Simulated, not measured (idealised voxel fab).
Name of the process module below: voxel self aligned contacts
Cross-section cut spans 215 nm and uses square cells 5 nm in size.
If you're reading a cross-section in this doc, picture square cells in a grid; it comes to you as bands, top ones listed first down to the bottom, and a band can be one or more rows of cells. In this notation a band is specified by the heights of its top and bottom, in that order and in nm, after which its materials appear from left to right, each paired with its width in nm. The word "everywhere" attached to a single material means that material fills the band from edge to edge; the word "air" stands for empty space. For the purposes of this specification, 0 denotes the height below which the wafer in its as-received condition is composed wholly of one material, and the lowermost band, lacking a lower limit, extends downward without end, as expressed in "0 and below". Quick explanation for "30..40": the width changes in equal steps down the rows of cells, from the first number in the band's top row to the second number in its bottom row. Basically "same as before" means that step didn't change any cell in the cross-section. Empty spaces counting at least 8 cells and having no open way to the top are listed in "Closed internal cavities". The notation width x height at distance is used for each, the distance being from the left edge and all three values in nm. Post-settings text on a step line: simulator's own remark regarding the step. You can add "overlay nm" to a step's line. For a step with a mask, it describes how far the mask lay to the right of its planned position, and a negative number describes a lay to the left.
SO HERE'S THE LINEUP OF PROCESS STEPS WE PLANNED
1 op RECEIVE | material Si
2 op CONFORMAL_DEP | material SiO2 | thk nm 5
3 op DIRECTIONAL_DEP | material polySi | thk nm 30
4 op DIRECTIONAL_DEP | material SiN | thk nm 25
5 op PATTERN | tone cover | mask id GATE | material resist | width nm 30 | pitch nm 70 | thk nm 15 | overlay nm 0
6 op DIRECTIONAL_ETCH | etch materials SiN | depth nm 25
7 op DIRECTIONAL_ETCH | etch materials polySi | depth nm 30
8 op STRIP | etch materials resist
9 op CONFORMAL_DEP | material SiN | thk nm 10
10 op DIRECTIONAL_ETCH | etch materials SiN | depth nm 10
11 op FILL_DEP | material SiO2 | thk nm 10
12 op CMP | height nm 65
13 op DIRECTIONAL_DEP | material aC | thk nm 15
14 op PATTERN | tone open | mask id CONTACT | material resist | width nm 50 | pitch nm 70 | thk nm 35 | overlay nm 0
15 op DIRECTIONAL_ETCH | etch materials aC | depth nm 15
16 op STRIP | etch materials resist
17 op DIRECTIONAL_ETCH | etch materials SiO2 | depth nm 65
18 op STRIP | etch materials aC
19 op CONFORMAL_DEP | material TiN | thk nm 5
20 op FILL_DEP | material W | thk nm 10
21 op CMP | height nm 65
22 op CONFORMAL_DEP | material SiN | thk nm 5
INCOMING WAFER IN CROSS-SECTION (STATE: AFTER STEP 1)
  0 and below = Si everywhere
  Closed internal cavities: none
WHAT THE WAFER LOOKS LIKE IN CROSS-SECTION AFTER THIS MODULE, WHEN IT STARTS AS SHOWN ABOVE AND FOLLOWS THE PLAN ABOVE BUT ONE MISTAKE IS MADE IN RUNNING IT
  70 down to 65 = SiN everywhere
  65 down to 50 = SiO2 (10)  SiN (50)  TiN (5)  W (10)  TiN (5)  SiN (50)  TiN (5)  W (10)  TiN (5)  SiN (50)  SiO2 (15)
  50 down to 45 = SiO2 (10)  SiN (50)  TiN (20)  SiN (50)  TiN (20)  SiN (50)  SiO2 (15)
  45 down to 35 = SiN everywhere
  35 down to 5 = polySi everywhere
  5 down to 0 = SiO2 everywhere
  0 and below = Si everywhere
  Closed internal cavities: none
Against the plan, the run slipped here: step 4 went in with a setting other than planned; the actual run was op DIRECTIONAL_DEP | material SiN | thk nm 35
